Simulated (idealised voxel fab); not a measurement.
Title: Process Module voxel ribs on slabs
Cross-sectional view cut (width: 155 nm; square cell size: 5 nm).
How to read a cross-section here: the picture is a grid of square cells, written as bands going from the top down, and any band can span one or more rows of cells. The entry gives the band's vertical extent as a top height and a bottom height in nm, then its horizontal make-up as materials from left to right, each with a width in nm. "empty" stands for empty space; a single material marked "throughout" fills the band edge to edge. Heights are measured from 0, the level below which the as-received wafer is all one material; the lowest band has no bottom and continues downward, written as in "top 0, no bottom". When a width is written as two numbers, as in "30..40", the first number is the width in the top row of cells of the band and the second is the width in its bottom row, and the width changes by the same amount from each row to the next. Step marked "nothing different"? Then no cell in the cross-section changed in it. Heads up: "Completely sealed voids" only lists the empty pockets with no open path to the top that are 8 cells or more, and it writes them as width x height at distance, distance from the left edge, in nm. after a step's settings: what the simulator itself notes on the step. "overlay nm" answers the question of how far to the right of plan the mask lay on a step that has a mask, and when it is negative the answer is to the left.

The steps planned for the process are as follows:
1. op RECEIVE | material Si
2. op DIRECTIONAL_DEP | material SiO2 | thk nm 25
3. op DIRECTIONAL_DEP | material SiN | thk nm 20
4. op DIRECTIONAL_DEP | material aC | thk nm 15
5. op PATTERN | tone cover | mask id RIB | material resist | width nm 30 | thk nm 35 | overlay nm 0
6. op DIRECTIONAL_ETCH | etch materials aC | depth nm 15
7. op STRIP | etch materials resist
8. op DIRECTIONAL_ETCH | etch materials SiN | depth nm 10
9. op STRIP | etch materials aC
10. op DIRECTIONAL_DEP | material aC | thk nm 15
11. op PATTERN | tone cover | mask id SLAB | material resist | width nm 60 | thk nm 30 | overlay nm 0
12. op DIRECTIONAL_ETCH | etch materials aC | depth nm 15
13. op STRIP | etch materials resist
14. op DIRECTIONAL_ETCH | etch materials SiN | depth nm 10
15. op STRIP | etch materials aC
16. op FILL_DEP | material SiO2 | thk nm 20
17. op CMP | height nm 55
18. op DIRECTIONAL_DEP | material TiN | thk nm 10
19. op PATTERN | tone cover | mask id HEATER | material resist | width nm 40 | thk nm 20 | overlay nm 0
20. op DIRECTIONAL_ETCH | etch materials TiN | depth nm 10
21. op STRIP | etch materials resist
22. op CONFORMAL_DEP | material SiN | thk nm 5

What follows covers the first of two wafers; it ran as planned:

Step 1 complete: cross-section of the wafer as received:
> top 0, no bottom | Si throughout
> Completely sealed voids: none

The following cross-section depicts the wafer upon completion of step 2:
> top 25, bottom 0 | SiO2 throughout
> All layers under 0 are left as they were.

The following cross-section depicts the wafer upon completion of step 3:
> top 45, bottom 25 | SiN throughout
> All layers under 25 are left as they were.

The following cross-section depicts the wafer upon completion of step 4:
> top 60, bottom 45 | aC throughout
> All layers under 45 are left as they were.

The following cross-section depicts the wafer upon completion of step 5:
> top 95, bottom 60 | empty 60; resist 30; empty 65
> All layers under 60 are left as they were.

The following cross-section depicts the wafer upon completion of step 6:
> top 80, bottom 60 | empty 60; resist 30; empty 65
> top 60, bottom 45 | empty 60; aC 30; empty 65
> All layers under 45 are left as they were.

The following cross-section depicts the wafer upon completion of step 7:
> top 60, bottom 45 | empty 60; aC 30; empty 65
> All layers under 45 are left as they were.

The following cross-section depicts the wafer upon completion of step 8:
> top 60, bottom 45 | empty 60; aC 30; empty 65
> top 45, bottom 35 | empty 60; SiN 30; empty 65
> All layers under 35 are left as they were.

The following cross-section depicts the wafer upon completion of step 9:
> top 45, bottom 35 | empty 60; SiN 30; empty 65
> All layers under 35 are left as they were.

The following cross-section depicts the wafer upon completion of step 10:
> top 60, bottom 50 | empty 60; aC 30; empty 65
> top 50, bottom 45 | aC throughout
> top 45, bottom 35 | aC 60; SiN 30; aC 65
> All layers under 35 are left as they were.

The following cross-section depicts the wafer upon completion of step 11:
> top 90, bottom 60 | empty 45; resist 60; empty 50
> top 60, bottom 50 | empty 45; resist 15; aC 30; resist 15; empty 50
> All layers under 50 are left as they were.

The following cross-section depicts the wafer upon completion of step 12:
> top 75, bottom 60 | empty 45; resist 60; empty 50
> top 60, bottom 50 | empty 45; resist 15; aC 30; resist 15; empty 50
> top 50, bottom 45 | empty 45; aC 60; empty 50
> top 45, bottom 35 | empty 45; aC 15; SiN 30; aC 15; empty 50
> All layers under 35 are left as they were.

The following cross-section depicts the wafer upon completion of step 13:
> top 60, bottom 50 | empty 60; aC 30; empty 65
> All layers under 50 are left as they were.

The following cross-section depicts the wafer upon completion of step 14:
> top 60, bottom 50 | empty 60; aC 30; empty 65
> top 50, bottom 45 | empty 45; aC 60; empty 50
> top 45, bottom 35 | empty 45; aC 15; SiN 30; aC 15; empty 50
> top 35, bottom 25 | empty 45; SiN 60; empty 50
> All layers under 25 are left as they were.

The following cross-section depicts the wafer upon completion of step 15:
> top 45, bottom 35 | empty 60; SiN 30; empty 65
> All layers under 35 are left as they were.

The following cross-section depicts the wafer upon completion of step 16:
> top 65, bottom 45 | SiO2 throughout
> top 45, bottom 35 | SiO2 60; SiN 30; SiO2 65
> top 35, bottom 25 | SiO2 45; SiN 60; SiO2 50
> All layers under 25 are left as they were.

The following cross-section depicts the wafer upon completion of step 17:
> top 55, bottom 45 | SiO2 throughout
> All layers under 45 are left as they were.

The following cross-section depicts the wafer upon completion of step 18:
> top 65, bottom 55 | TiN throughout
> All layers under 55 are left as they were.

The following cross-section depicts the wafer upon completion of step 19:
> top 85, bottom 65 | empty 55; resist 40; empty 60
> All layers under 65 are left as they were.

The following cross-section depicts the wafer upon completion of step 20:
> top 85, bottom 65 | empty 55; resist 40; empty 60
> top 65, bottom 55 | empty 55; TiN 40; empty 60
> All layers under 55 are left as they were.

The following cross-section depicts the wafer upon completion of step 21:
> top 65, bottom 55 | empty 55; TiN 40; empty 60
> All layers under 55 are left as they were.

The following cross-section depicts the wafer upon completion of step 22:
> top 70, bottom 65 | empty 50; SiN 50; empty 55
> top 65, bottom 60 | empty 50; SiN 5; TiN 40; SiN 5; empty 55
> top 60, bottom 55 | SiN 55; TiN 40; SiN 60
> All layers under 55 are left as they were.

Regarding the second of the two wafers: it shared the first wafer's starting condition and process plan, yet one error occurred during its execution. Its history coincides with that of the first wafer up to and including step 1:

Cross-section of the second wafer when, according to plan, step 2 should have finished:
> top 20, bottom 0 | SiN throughout
> All layers under 0 are left as they were.

Cross-section of the second wafer when, according to plan, step 3 should have finished:
> top 45, bottom 20 | SiO2 throughout
> All layers under 20 are left as they were.

Cross-section of the second wafer when, according to plan, step 4 should have finished:
> top 60, bottom 45 | aC throughout
> All layers under 45 are left as they were.

Cross-section of the second wafer when, according to plan, step 5 should have finished:
> top 95, bottom 60 | empty 60; resist 30; empty 65
> All layers under 60 are left as they were.

Cross-section of the second wafer when, according to plan, step 6 should have finished:
> top 80, bottom 60 | empty 60; resist 30; empty 65
> top 60, bottom 45 | empty 60; aC 30; empty 65
> All layers under 45 are left as they were.

Cross-section of the second wafer when, according to plan, step 7 should have finished:
> top 60, bottom 45 | empty 60; aC 30; empty 65
> All layers under 45 are left as they were.

Cross-section of the second wafer when, according to plan, step 8 should have finished: nothing different

Cross-section of the second wafer when, according to plan, step 9 should have finished:
> top 45, bottom 20 | SiO2 throughout
> All layers under 20 are left as they were.

Cross-section of the second wafer when, according to plan, step 10 should have finished:
> top 60, bottom 45 | aC throughout
> All layers under 45 are left as they were.

Cross-section of the second wafer when, according to plan, step 11 should have finished:
> top 90, bottom 60 | empty 45; resist 60; empty 50
> All layers under 60 are left as they were.

Cross-section of the second wafer when, according to plan, step 12 should have finished:
> top 75, bottom 60 | empty 45; resist 60; empty 50
> top 60, bottom 45 | empty 45; aC 60; empty 50
> All layers under 45 are left as they were.

Cross-section of the second wafer when, according to plan, step 13 should have finished:
> top 60, bottom 45 | empty 45; aC 60; empty 50
> All layers under 45 are left as they were.

Cross-section of the second wafer when, according to plan, step 14 should have finished: nothing different

Cross-section of the second wafer when, according to plan, step 15 should have finished:
> top 45, bottom 20 | SiO2 throughout
> All layers under 20 are left as they were.

Cross-section of the second wafer when, according to plan, step 16 should have finished:
> top 65, bottom 20 | SiO2 throughout
> All layers under 20 are left as they were.

Cross-section of the second wafer when, according to plan, step 17 should have finished:
> top 55, bottom 20 | SiO2 throughout
> All layers under 20 are left as they were.

Cross-section of the second wafer when, according to plan, step 18 should have finished:
> top 65, bottom 55 | TiN throughout
> All layers under 55 are left as they were.

Cross-section of the second wafer when, according to plan, step 19 should have finished:
> top 85, bottom 65 | empty 55; resist 40; empty 60
> All layers under 65 are left as they were.

Cross-section of the second wafer when, according to plan, step 20 should have finished:
> top 85, bottom 65 | empty 55; resist 40; empty 60
> top 65, bottom 55 | empty 55; TiN 40; empty 60
> All layers under 55 are left as they were.

Cross-section of the second wafer when, according to plan, step 21 should have finished:
> top 65, bottom 55 | empty 55; TiN 40; empty 60
> All layers under 55 are left as they were.

Cross-section of the second wafer when, according to plan, step 22 should have finished:
> top 70, bottom 65 | empty 50; SiN 50; empty 55
> top 65, bottom 60 | empty 50; SiN 5; TiN 40; SiN 5; empty 55
> top 60, bottom 55 | SiN 55; TiN 40; SiN 60
> All layers under 55 are left as they were.
Here's what went sideways: transposition of steps 2 and 3 relative to the planned sequence
Wrapping up, a cell-based count of both wafers puts the second over or under the first for these materials: SiN +88, SiO2 -88
